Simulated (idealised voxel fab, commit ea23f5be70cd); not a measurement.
The document below concerns the process module designated voxel transistor to metal.
The width of the displayed cross-section, cut, is 155 nm; its cells are square, with a size of 5 nm.
Cross-section layout: square cells on a grid; listed as bands, top to bottom; a band spans one or more cell rows.
For a band, the entry starts with two heights in nm, that of the top and then that of the bottom, and carries on with the band's materials in order from left to right, each alongside its width in nm; the word "throughout" beside a single material means it fills the band edge to edge, and "air" means empty space.
Note: height 0 marks the level under which the wafer is uniformly one material as received. Lowest band unbounded below, written "0 nm and below".
The notation "30..40" denotes a width that varies across the rows of cells in the band, beginning at the first number in the top row, finishing at the second number in the bottom row, and changing by an identical amount from each row to the next.
"all unchanged" -> step changed no cross-section cell.
The entry titled "Closed void catalog" provides the empty spaces that have no open way to the top, restricted to those of 8 cells or more. Each is presented as width x height at distance, the distance being measured from the left edge, with all three in nm.
Past the settings on a step's line: simulator remark, on that step.
On any step carrying a mask, the "overlay nm" setting, if present on the step's line, tells how far right of its planned place the mask lay; negative values point to the left.

**Process steps foreseen in the plan**
1) RECEIVE,material Si
2) OXIDIZE,depth nm 5
3) CONFORMAL_DEP,material SiN,thk nm 15
4) DIRECTIONAL_DEP,material aC,thk nm 15
5) PATTERN,tone cover,mask id ACTIVE,material resist,width nm 120,thk nm 30,overlay nm 0
6) DIRECTIONAL_ETCH,etch materials aC,depth nm 15
7) STRIP,etch materials resist
8) DIRECTIONAL_ETCH,etch materials SiN,depth nm 15
9) DIRECTIONAL_ETCH,etch materials SiO2,depth nm 5
10) DIRECTIONAL_ETCH,etch materials Si,depth nm 35
11) STRIP,etch materials aC
12) FILL_DEP,material SiO2,thk nm 15
13) CMP,height nm 15
14) SELECTIVE_ETCH,etch materials SiO2,depth nm 5
15) STRIP,etch materials SiN
16) SELECTIVE_ETCH,etch materials SiO2,depth nm 5
17) OXIDIZE,depth nm 5
18) DIRECTIONAL_DEP,material polySi,thk nm 20
19) DIRECTIONAL_DEP,material SiCN,thk nm 10
20) MASKED_ETCH,tone cover,mask id GATE,width nm 30,etch materials SiCN,depth nm 20,overlay nm 0
21) MASKED_ETCH,tone cover,mask id GATE,width nm 30,etch materials polySi,depth nm 30,overlay nm 0
22) CONFORMAL_DEP,material SiO2,thk nm 5
23) DIRECTIONAL_ETCH,etch materials SiO2,depth nm 5
24) CONFORMAL_DEP,material SiN,thk nm 10
25) DIRECTIONAL_ETCH,etch materials SiN,depth nm 10
26) DIRECTIONAL_ETCH,etch materials SiO2,depth nm 5
27) DIRECTIONAL_ETCH,etch materials Si,depth nm 15
28) EPI,material SiGe,thk nm 15
29) FILL_DEP,material SiO2,thk nm 10
30) CMP,height nm 15
31) STRIP,etch materials polySi
32) SELECTIVE_ETCH,etch materials SiO2,depth nm 5
33) CONFORMAL_DEP,material HfO2,thk nm 5
34) CONFORMAL_DEP,material TiN,thk nm 5
35) FILL_DEP,material W,thk nm 10
36) CMP,height nm 10
37) DIRECTIONAL_DEP,material SiO2,thk nm 15
38) DIRECTIONAL_DEP,material aC,thk nm 15
39) PATTERN,tone open,mask id CONTACT,material resist,width nm 20,pitch nm 80,thk nm 30,overlay nm 0
40) DIRECTIONAL_ETCH,etch materials aC,depth nm 15
41) STRIP,etch materials resist
42) DIRECTIONAL_ETCH,etch materials SiO2,depth nm 20
43) STRIP,etch materials aC
44) CONFORMAL_DEP,material TiN,thk nm 5
45) FILL_DEP,material W,thk nm 5
46) CMP,height nm 25
47) DIRECTIONAL_DEP,material TiN,thk nm 5
48) DIRECTIONAL_DEP,material W,thk nm 15
49) MASKED_ETCH,tone cover,mask id METAL_1,width nm 20,pitch nm 80,etch materials W,depth nm 15,overlay nm 0
50) MASKED_ETCH,tone cover,mask id METAL_1,width nm 20,pitch nm 80,etch materials TiN,depth nm 5,overlay nm 0
51) FILL_DEP,material SiO2,thk nm 5
52) CMP,height nm 45
53) CONFORMAL_DEP,material SiCN,thk nm 5

**The following pertains to the first of two wafers, which was processed as planned**

**Cross-section of the wafer at receipt, which is the condition after step 1**
	0 nm and below  Si throughout
	Closed void catalog: none

**How the wafer stands in section after step 2**
	0 nm to -5 nm  SiO2 throughout
	below -5: unchanged

**How the wafer stands in section after step 3**
	15 nm to 0 nm  SiN throughout
	below 0: unchanged

**How the wafer stands in section after step 4**
	30 nm to 15 nm  aC throughout
	below 15: unchanged

**How the wafer stands in section after step 5**
	60 nm to 30 nm  15 air, then 120 resist, then 20 air
	below 30: unchanged

**How the wafer stands in section after step 6**
	45 nm to 30 nm  15 air, then 120 resist, then 20 air
	30 nm to 15 nm  15 air, then 120 aC, then 20 air
	below 15: unchanged

**How the wafer stands in section after step 7**
	30 nm to 15 nm  15 air, then 120 aC, then 20 air
	below 15: unchanged

**How the wafer stands in section after step 8**
	30 nm to 15 nm  15 air, then 120 aC, then 20 air
	15 nm to 0 nm  15 air, then 120 SiN, then 20 air
	below 0: unchanged

**How the wafer stands in section after step 9**
	30 nm to 15 nm  15 air, then 120 aC, then 20 air
	15 nm to 0 nm  15 air, then 120 SiN, then 20 air
	0 nm to -5 nm  15 air, then 120 SiO2, then 20 air
	below -5: unchanged

**How the wafer stands in section after step 10**
	30 nm to 15 nm  15 air, then 120 aC, then 20 air
	15 nm to 0 nm  15 air, then 120 SiN, then 20 air
	0 nm to -5 nm  15 air, then 120 SiO2, then 20 air
	-5 nm to -40 nm  15 air, then 120 Si, then 20 air
	below -40: unchanged

**How the wafer stands in section after step 11**
	15 nm to 0 nm  15 air, then 120 SiN, then 20 air
	below 0: unchanged

**How the wafer stands in section after step 12**
	30 nm to 15 nm  SiO2 throughout
	15 nm to 0 nm  15 SiO2, then 120 SiN, then 20 SiO2
	0 nm to -5 nm  SiO2 throughout
	-5 nm to -40 nm  15 SiO2, then 120 Si, then 20 SiO2
	below -40: unchanged

**How the wafer stands in section after step 13**
	15 nm to 0 nm  15 SiO2, then 120 SiN, then 20 SiO2
	below 0: unchanged

**How the wafer stands in section after step 14**
	15 nm to 10 nm  15 air, then 120 SiN, then 20 air
	below 10: unchanged

**How the wafer stands in section after step 15**
	10 nm to 0 nm  15 SiO2, then 120 air, then 20 SiO2
	below 0: unchanged

**How the wafer stands in section after step 16**
	5 nm to -5 nm  10 SiO2, then 130 air, then 15 SiO2
	below -5: unchanged

**How the wafer stands in section after step 17**
	5 nm to -5 nm  10 SiO2, then 130 air, then 15 SiO2
	-5 nm to -10 nm  SiO2 throughout
	below -10: unchanged

**How the wafer stands in section after step 18**
	25 nm to 15 nm  10 polySi, then 130 air, then 15 polySi
	15 nm to 5 nm  polySi throughout
	5 nm to -5 nm  10 SiO2, then 130 polySi, then 15 SiO2
	below -5: unchanged

**How the wafer stands in section after step 19**
	35 nm to 25 nm  10 SiCN, then 130 air, then 15 SiCN
	25 nm to 15 nm  10 polySi, then 130 SiCN, then 15 polySi
	below 15: unchanged

**How the wafer stands in section after step 20**
	25 nm to 15 nm  10 polySi, then 50 air, then 30 SiCN, then 50 air, then 15 polySi
	below 15: unchanged

**How the wafer stands in section after step 21**
	25 nm to 15 nm  60 air, then 30 SiCN, then 65 air
	15 nm to 5 nm  60 air, then 30 polySi, then 65 air
	5 nm to -5 nm  10 SiO2, then 50 air, then 30 polySi, then 50 air, then 15 SiO2
	below -5: unchanged

**How the wafer stands in section after step 22**
	30 nm to 25 nm  55 air, then 40 SiO2, then 60 air
	25 nm to 15 nm  55 air, then 5 SiO2, then 30 SiCN, then 5 SiO2, then 60 air
	15 nm to 10 nm  55 air, then 5 SiO2, then 30 polySi, then 5 SiO2, then 60 air
	10 nm to 0 nm  15 SiO2, then 40 air, then 5 SiO2, then 30 polySi, then 5 SiO2, then 40 air, then 20 SiO2
	0 nm to -5 nm  60 SiO2, then 30 polySi, then 65 SiO2
	below -5: unchanged

**How the wafer stands in section after step 23**
	25 nm to 15 nm  55 air, then 5 SiO2, then 30 SiCN, then 5 SiO2, then 60 air
	15 nm to 5 nm  55 air, then 5 SiO2, then 30 polySi, then 5 SiO2, then 60 air
	5 nm to -5 nm  15 SiO2, then 40 air, then 5 SiO2, then 30 polySi, then 5 SiO2, then 40 air, then 20 SiO2
	below -5: unchanged

**How the wafer stands in section after step 24**
	35 nm to 25 nm  45 air, then 60 SiN, then 50 air
	25 nm to 15 nm  45 air, then 10 SiN, then 5 SiO2, then 30 SiCN, then 5 SiO2, then 10 SiN, then 50 air
	15 nm to 5 nm  25 SiN, then 20 air, then 10 SiN, then 5 SiO2, then 30 polySi, then 5 SiO2, then 10 SiN, then 20 air, then 30 SiN
	5 nm to -5 nm  15 SiO2, then 40 SiN, then 5 SiO2, then 30 polySi, then 5 SiO2, then 40 SiN, then 20 SiO2
	below -5: unchanged

**How the wafer stands in section after step 25**
	25 nm to 15 nm  45 air, then 10 SiN, then 5 SiO2, then 30 SiCN, then 5 SiO2, then 10 SiN, then 50 air
	15 nm to 5 nm  45 air, then 10 SiN, then 5 SiO2, then 30 polySi, then 5 SiO2, then 10 SiN, then 50 air
	5 nm to -5 nm  15 SiO2, then 10 SiN, then 20 air, then 10 SiN, then 5 SiO2, then 30 polySi, then 5 SiO2, then 10 SiN, then 20 air, then 10 SiN, then 20 SiO2
	below -5: unchanged

**How the wafer stands in section after step 26**
	25 nm to 20 nm  45 air, then 10 SiN, then 5 air, then 30 SiCN, then 5 air, then 10 SiN, then 50 air
	20 nm to 15 nm  45 air, then 10 SiN, then 5 SiO2, then 30 SiCN, then 5 SiO2, then 10 SiN, then 50 air
	15 nm to 5 nm  45 air, then 10 SiN, then 5 SiO2, then 30 polySi, then 5 SiO2, then 10 SiN, then 50 air
	5 nm to 0 nm  15 air, then 10 SiN, then 20 air, then 10 SiN, then 5 SiO2, then 30 polySi, then 5 SiO2, then 10 SiN, then 20 air, then 10 SiN, then 20 air
	0 nm to -5 nm  15 SiO2, then 10 SiN, then 20 air, then 10 SiN, then 5 SiO2, then 30 polySi, then 5 SiO2, then 10 SiN, then 20 air, then 10 SiN, then 20 SiO2
	-5 nm to -10 nm  25 SiO2, then 20 air, then 60 SiO2, then 20 air, then 30 SiO2
	below -10: unchanged

**How the wafer stands in section after step 27**
	25 nm to 20 nm  45 air, then 10 SiN, then 5 air, then 30 SiCN, then 5 air, then 10 SiN, then 50 air
	20 nm to 15 nm  45 air, then 10 SiN, then 5 SiO2, then 30 SiCN, then 5 SiO2, then 10 SiN, then 50 air
	15 nm to 5 nm  45 air, then 10 SiN, then 5 SiO2, then 30 polySi, then 5 SiO2, then 10 SiN, then 50 air
	5 nm to 0 nm  15 air, then 10 SiN, then 20 air, then 10 SiN, then 5 SiO2, then 30 polySi, then 5 SiO2, then 10 SiN, then 20 air, then 10 SiN, then 20 air
	0 nm to -5 nm  15 SiO2, then 10 SiN, then 20 air, then 10 SiN, then 5 SiO2, then 30 polySi, then 5 SiO2, then 10 SiN, then 20 air, then 10 SiN, then 20 SiO2
	-5 nm to -10 nm  25 SiO2, then 20 air, then 60 SiO2, then 20 air, then 30 SiO2
	-10 nm to -25 nm  15 SiO2, then 10 Si, then 20 air, then 60 Si, then 20 air, then 10 Si, then 20 SiO2
	below -25: unchanged

**How the wafer stands in section after step 28**
	25 nm to 20 nm  45 air, then 10 SiN, then 5 air, then 30 SiCN, then 5 air, then 10 SiN, then 50 air
	20 nm to 15 nm  45 air, then 10 SiN, then 5 SiO2, then 30 SiCN, then 5 SiO2, then 10 SiN, then 50 air
	15 nm to 5 nm  45 air, then 10 SiN, then 5 SiO2, then 30 polySi, then 5 SiO2, then 10 SiN, then 50 air
	5 nm to 0 nm  15 air, then 10 SiN, then 20 SiGe, then 10 SiN, then 5 SiO2, then 30 polySi, then 5 SiO2, then 10 SiN, then 20 SiGe, then 10 SiN, then 20 air
	0 nm to -5 nm  15 SiO2, then 10 SiN, then 20 SiGe, then 10 SiN, then 5 SiO2, then 30 polySi, then 5 SiO2, then 10 SiN, then 20 SiGe, then 10 SiN, then 20 SiO2
	-5 nm to -10 nm  25 SiO2, then 20 SiGe, then 60 SiO2, then 20 SiGe, then 30 SiO2
	-10 nm to -25 nm  15 SiO2, then 10 Si, then 20 SiGe, then 60 Si, then 20 SiGe, then 10 Si, then 20 SiO2
	below -25: unchanged

**How the wafer stands in section after step 29**
	35 nm to 25 nm  SiO2 throughout
	25 nm to 15 nm  45 SiO2, then 10 SiN, then 5 SiO2, then 30 SiCN, then 5 SiO2, then 10 SiN, then 50 SiO2
	15 nm to 5 nm  45 SiO2, then 10 SiN, then 5 SiO2, then 30 polySi, then 5 SiO2, then 10 SiN, then 50 SiO2
	5 nm to -5 nm  15 SiO2, then 10 SiN, then 20 SiGe, then 10 SiN, then 5 SiO2, then 30 polySi, then 5 SiO2, then 10 SiN, then 20 SiGe, then 10 SiN, then 20 SiO2
	below -5: unchanged

**How the wafer stands in section after step 30**
	15 nm to 5 nm  45 SiO2, then 10 SiN, then 5 SiO2, then 30 polySi, then 5 SiO2, then 10 SiN, then 50 SiO2
	below 5: unchanged

**How the wafer stands in section after step 31**
	15 nm to 5 nm  45 SiO2, then 10 SiN, then 5 SiO2, then 30 air, then 5 SiO2, then 10 SiN, then 50 SiO2
	5 nm to -5 nm  15 SiO2, then 10 SiN, then 20 SiGe, then 10 SiN, then 5 SiO2, then 30 air, then 5 SiO2, then 10 SiN, then 20 SiGe, then 10 SiN, then 20 SiO2
	below -5: unchanged

**How the wafer stands in section after step 32**
	15 nm to 10 nm  45 air, then 10 SiN, then 40 air, then 10 SiN, then 50 air
	10 nm to 5 nm  45 SiO2, then 10 SiN, then 40 air, then 10 SiN, then 50 SiO2
	5 nm to -5 nm  15 SiO2, then 10 SiN, then 20 SiGe, then 10 SiN, then 40 air, then 10 SiN, then 20 SiGe, then 10 SiN, then 20 SiO2
	-5 nm to -10 nm  25 SiO2, then 20 SiGe, then 10 SiO2, then 40 air, then 10 SiO2, then 20 SiGe, then 30 SiO2
	below -10: unchanged

**How the wafer stands in section after step 33**
	20 nm to 15 nm  40 air, then 20 HfO2, then 30 air, then 20 HfO2, then 45 air
	15 nm to 10 nm  45 HfO2, then 10 SiN, then 5 HfO2, then 30 air, then 5 HfO2, then 10 SiN, then 50 HfO2
	10 nm to 5 nm  45 SiO2, then 10 SiN, then 5 HfO2, then 30 air, then 5 HfO2, then 10 SiN, then 50 SiO2
	5 nm to -5 nm  15 SiO2, then 10 SiN, then 20 SiGe, then 10 SiN, then 5 HfO2, then 30 air, then 5 HfO2, then 10 SiN, then 20 SiGe, then 10 SiN, then 20 SiO2
	-5 nm to -10 nm  25 SiO2, then 20 SiGe, then 10 SiO2, then 40 HfO2, then 10 SiO2, then 20 SiGe, then 30 SiO2
	below -10: unchanged

**How the wafer stands in section after step 34**
	25 nm to 20 nm  35 air, then 30 TiN, then 20 air, then 30 TiN, then 40 air
	20 nm to 15 nm  40 TiN, then 20 HfO2, then 5 TiN, then 20 air, then 5 TiN, then 20 HfO2, then 45 TiN
	15 nm to 10 nm  45 HfO2, then 10 SiN, then 5 HfO2, then 5 TiN, then 20 air, then 5 TiN, then 5 HfO2, then 10 SiN, then 50 HfO2
	10 nm to 5 nm  45 SiO2, then 10 SiN, then 5 HfO2, then 5 TiN, then 20 air, then 5 TiN, then 5 HfO2, then 10 SiN, then 50 SiO2
	5 nm to 0 nm  15 SiO2, then 10 SiN, then 20 SiGe, then 10 SiN, then 5 HfO2, then 5 TiN, then 20 air, then 5 TiN, then 5 HfO2, then 10 SiN, then 20 SiGe, then 10 SiN, then 20 SiO2
	0 nm to -5 nm  15 SiO2, then 10 SiN, then 20 SiGe, then 10 SiN, then 5 HfO2, then 30 TiN, then 5 HfO2, then 10 SiN, then 20 SiGe, then 10 SiN, then 20 SiO2
	below -5: unchanged

**How the wafer stands in section after step 35**
	35 nm to 25 nm  W throughout
	25 nm to 20 nm  35 W, then 30 TiN, then 20 W, then 30 TiN, then 40 W
	20 nm to 15 nm  40 TiN, then 20 HfO2, then 5 TiN, then 20 W, then 5 TiN, then 20 HfO2, then 45 TiN
	15 nm to 10 nm  45 HfO2, then 10 SiN, then 5 HfO2, then 5 TiN, then 20 W, then 5 TiN, then 5 HfO2, then 10 SiN, then 50 HfO2
	10 nm to 5 nm  45 SiO2, then 10 SiN, then 5 HfO2, then 5 TiN, then 20 W, then 5 TiN, then 5 HfO2, then 10 SiN, then 50 SiO2
	5 nm to 0 nm  15 SiO2, then 10 SiN, then 20 SiGe, then 10 SiN, then 5 HfO2, then 5 TiN, then 20 W, then 5 TiN, then 5 HfO2, then 10 SiN, then 20 SiGe, then 10 SiN, then 20 SiO2
	below 0: unchanged

**How the wafer stands in section after step 36**
	10 nm to 5 nm  45 SiO2, then 10 SiN, then 5 HfO2, then 5 TiN, then 20 W, then 5 TiN, then 5 HfO2, then 10 SiN, then 50 SiO2
	below 5: unchanged

**How the wafer stands in section after step 37**
	25 nm to 10 nm  SiO2 throughout
	below 10: unchanged

**How the wafer stands in section after step 38**
	40 nm to 25 nm  aC throughout
	below 25: unchanged

**How the wafer stands in section after step 39**
	70 nm to 40 nm  25 resist, then 20 air, then 60 resist, then 20 air, then 30 resist
	below 40: unchanged

**How the wafer stands in section after step 40**
	55 nm to 40 nm  25 resist, then 20 air, then 60 resist, then 20 air, then 30 resist
	40 nm to 25 nm  25 aC, then 20 air, then 60 aC, then 20 air, then 30 aC
	below 25: unchanged

**How the wafer stands in section after step 41**
	40 nm to 25 nm  25 aC, then 20 air, then 60 aC, then 20 air, then 30 aC
	below 25: unchanged

**How the wafer stands in section after step 42**
	40 nm to 25 nm  25 aC, then 20 air, then 60 aC, then 20 air, then 30 aC
	25 nm to 10 nm  25 SiO2, then 20 air, then 60 SiO2, then 20 air, then 30 SiO2
	10 nm to 5 nm  25 SiO2, then 20 air, then 10 SiN, then 5 HfO2, then 5 TiN, then 20 W, then 5 TiN, then 5 HfO2, then 10 SiN, then 20 air, then 30 SiO2
	below 5: unchanged

**How the wafer stands in section after step 43**
	25 nm to 10 nm  25 SiO2, then 20 air, then 60 SiO2, then 20 air, then 30 SiO2
	below 10: unchanged

**How the wafer stands in section after step 44**
	30 nm to 25 nm  30 TiN, then 10 air, then 70 TiN, then 10 air, then 35 TiN
	25 nm to 10 nm  25 SiO2, then 5 TiN, then 10 air, then 5 TiN, then 60 SiO2, then 5 TiN, then 10 air, then 5 TiN, then 30 SiO2
	10 nm to 5 nm  25 SiO2, then 20 TiN, then 10 SiN, then 5 HfO2, then 5 TiN, then 20 W, then 5 TiN, then 5 HfO2, then 10 SiN, then 20 TiN, then 30 SiO2
	below 5: unchanged

**How the wafer stands in section after step 45**
	35 nm to 30 nm  W throughout
	30 nm to 25 nm  30 TiN, then 10 W, then 70 TiN, then 10 W, then 35 TiN
	25 nm to 10 nm  25 SiO2, then 5 TiN, then 10 W, then 5 TiN, then 60 SiO2, then 5 TiN, then 10 W, then 5 TiN, then 30 SiO2
	below 10: unchanged

**How the wafer stands in section after step 46**
	25 nm to 10 nm  25 SiO2, then 5 TiN, then 10 W, then 5 TiN, then 60 SiO2, then 5 TiN, then 10 W, then 5 TiN, then 30 SiO2
	below 10: unchanged

**How the wafer stands in section after step 47**
	30 nm to 25 nm  TiN throughout
	below 25: unchanged

**How the wafer stands in section after step 48**
	45 nm to 30 nm  W throughout
	below 30: unchanged

**How the wafer stands in section after step 49**
	45 nm to 30 nm  25 air, then 20 W, then 60 air, then 20 W, then 30 air
	below 30: unchanged

**How the wafer stands in section after step 50**
	45 nm to 30 nm  25 air, then 20 W, then 60 air, then 20 W, then 30 air
	30 nm to 25 nm  25 air, then 20 TiN, then 60 air, then 20 TiN, then 30 air
	below 25: unchanged

**How the wafer stands in section after step 51**
	50 nm to 45 nm  SiO2 throughout
	45 nm to 30 nm  25 SiO2, then 20 W, then 60 SiO2, then 20 W, then 30 SiO2
	30 nm to 25 nm  25 SiO2, then 20 TiN, then 60 SiO2, then 20 TiN, then 30 SiO2
	below 25: unchanged

**How the wafer stands in section after step 52**
	45 nm to 30 nm  25 SiO2, then 20 W, then 60 SiO2, then 20 W, then 30 SiO2
	below 30: unchanged

**How the wafer stands in section after step 53**
	50 nm to 45 nm  SiCN throughout
	below 45: unchanged

**Wafer two of the pair: same origin, same plan, one error during the run; identical to wafer one up to and including step 49**

**Look at the second wafer in cross-section at the time step 50 ought to have finished**
	45 nm to 30 nm  25 air, then 20 W, then 60 air, then 20 W, then 30 air
	30 nm to 25 nm  15 air, then 30 TiN, then 50 air, then 30 TiN, then 30 air
	below 25: unchanged

**Look at the second wafer in cross-section at the time step 51 ought to have finished**
	50 nm to 45 nm  SiO2 throughout
	45 nm to 30 nm  25 SiO2, then 20 W, then 60 SiO2, then 20 W, then 30 SiO2
	30 nm to 25 nm  15 SiO2, then 30 TiN, then 50 SiO2, then 30 TiN, then 30 SiO2
	below 25: unchanged

**Look at the second wafer in cross-section at the time step 52 ought to have finished**
	45 nm to 30 nm  25 SiO2, then 20 W, then 60 SiO2, then 20 W, then 30 SiO2
	below 30: unchanged

**Look at the second wafer in cross-section at the time step 53 ought to have finished**
	50 nm to 45 nm  SiCN throughout
	below 45: unchanged
What went wrong in running the wafer? step 50: run off-plan, actual operation and settings MASKED_ETCH,tone cover,mask id METAL_1,width nm 20,pitch nm 80,etch materials TiN,depth nm 5,overlay nm -10
Materials where the second wafer ends with more or fewer cells than the first: SiO2: 4 fewer, TiN: 4 more
